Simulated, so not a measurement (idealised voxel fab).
The following is a process module called voxel local oxidation.
Square cells of 5 nm make up the cross-section cut, whose width is 295 nm.
In this document a cross-section is written as a grid of square cells. It is given as a series of bands, listed from the top down, and a band is one or more rows of cells. Heads up on the band format: heights come first, top then bottom, in nm. After that it's the materials left to right, each with its width in nm. A single material flagged "throughout" fills the whole band edge to edge, and "blank" means there's empty space there. Heights are reckoned from 0. Under this level, the received wafer is all of one material. The bottommost band is open-ended downward, for example "0..down". The notation "30 to 40" denotes a width that varies across the rows of cells in the band, beginning at the first number in the top row, finishing at the second number in the bottom row, and changing by an identical amount from each row to the next. For the purposes of this document, the phrase "no alterations made" attached to a step denotes that no cell within the cross-section was modified by that step. In the "Enclosed void entries" entry, you get each enclosed empty space of 8 cells or more, one with no open way to the top, written width x height at distance, distance from the left edge, in nm. On each step's line, the part that comes after the settings is the simulator's own comment on the step. A step line may carry the setting "overlay nm", which, for steps involving a mask, states the distance by which the mask lay to the right of its intended position; negative values denote displacement to the left.

PLAN
1. RECEIVE,material Si
2. CONFORMAL_DEP,material SiO2,thk nm 5
3. CONFORMAL_DEP,material SiN,thk nm 15
4. PATTERN,tone cover,mask id ACTIVE,material resist,width nm 120,thk nm 15,overlay nm 0
5. DIRECTIONAL_ETCH,etch materials SiN,depth nm 15
6. STRIP,etch materials resist
7. SELECTIVE_ETCH,etch materials SiO2,depth nm 5
8. OXIDIZE,depth nm 10
9. STRIP,etch materials SiN

THE FIRST OF THE TWO WAFERS, WHICH RAN AS PLANNED

SHOWN IN CROSS-SECTION IS THE WAFER AS RECEIVED, THAT IS, AS IT STANDS AFTER STEP 1
0..down | Si throughout
Enclosed void entries: none

AFTER STEP 2, IN CROSS-SECTION
5..0 | SiO2 throughout
Heights below 0 show no change.

AFTER STEP 3, IN CROSS-SECTION
20..5 | SiN throughout
Heights below 5 show no change.

AFTER STEP 4, IN CROSS-SECTION
35..20 | blank 85, resist 120, blank 90
Heights below 20 show no change.

AFTER STEP 5, IN CROSS-SECTION
35..20 | blank 85, resist 120, blank 90
20..5 | blank 85, SiN 120, blank 90
Heights below 5 show no change.

AFTER STEP 6, IN CROSS-SECTION
20..5 | blank 85, SiN 120, blank 90
Heights below 5 show no change.

AFTER STEP 7, IN CROSS-SECTION
20..5 | blank 85, SiN 120, blank 90
5..0 | blank 90, SiO2 110, blank 95
Heights below 0 show no change.

AFTER STEP 8, IN CROSS-SECTION
20..5 | blank 85, SiN 120, blank 90
5..0 | blank 90, SiO2 110, blank 95
0..-10 | SiO2 100, Si 90, SiO2 105
Heights below -10 show no change.

AFTER STEP 9, IN CROSS-SECTION
5..0 | blank 90, SiO2 110, blank 95
Heights below 0 show no change.

SECOND WAFER, SAME STARTING CONDITIONS AND RECIPE AS THE FIRST, ONE MISTAKE IN EXECUTING IT, NOTHING DIFFERS FROM THE FIRST UP TO AND INCLUDING STEP 3

CROSS-SECTIONAL REPRESENTATION OF THE SECOND WAFER AT THE TIME DESIGNATED IN THE PLAN FOR THE COMPLETION OF STEP 4
35..20 | resist 85, blank 120, resist 90
Heights below 20 show no change.

CROSS-SECTIONAL REPRESENTATION OF THE SECOND WAFER AT THE TIME DESIGNATED IN THE PLAN FOR THE COMPLETION OF STEP 5
35..20 | resist 85, blank 120, resist 90
20..5 | SiN 85, blank 120, SiN 90
Heights below 5 show no change.

CROSS-SECTIONAL REPRESENTATION OF THE SECOND WAFER AT THE TIME DESIGNATED IN THE PLAN FOR THE COMPLETION OF STEP 6
20..5 | SiN 85, blank 120, SiN 90
Heights below 5 show no change.

CROSS-SECTIONAL REPRESENTATION OF THE SECOND WAFER AT THE TIME DESIGNATED IN THE PLAN FOR THE COMPLETION OF STEP 7
20..5 | SiN 85, blank 120, SiN 90
5..0 | SiO2 80, blank 130, SiO2 85
Heights below 0 show no change.

CROSS-SECTIONAL REPRESENTATION OF THE SECOND WAFER AT THE TIME DESIGNATED IN THE PLAN FOR THE COMPLETION OF STEP 8
20..5 | SiN 85, blank 120, SiN 90
5..0 | SiO2 80, blank 130, SiO2 85
0..-10 | Si 70, SiO2 150, Si 75
Heights below -10 show no change.

CROSS-SECTIONAL REPRESENTATION OF THE SECOND WAFER AT THE TIME DESIGNATED IN THE PLAN FOR THE COMPLETION OF STEP 9
5..0 | SiO2 80, blank 130, SiO2 85
Heights below 0 show no change.
Misprocessing identified: in deviation from the planned setting, step 4 was conducted as PATTERN,tone open,mask id ACTIVE,material resist,width nm 120,thk nm 15,overlay nm 0
End of process, cell counts, second wafer against first, materials with more or fewer: Si +22 | SiO2 -11
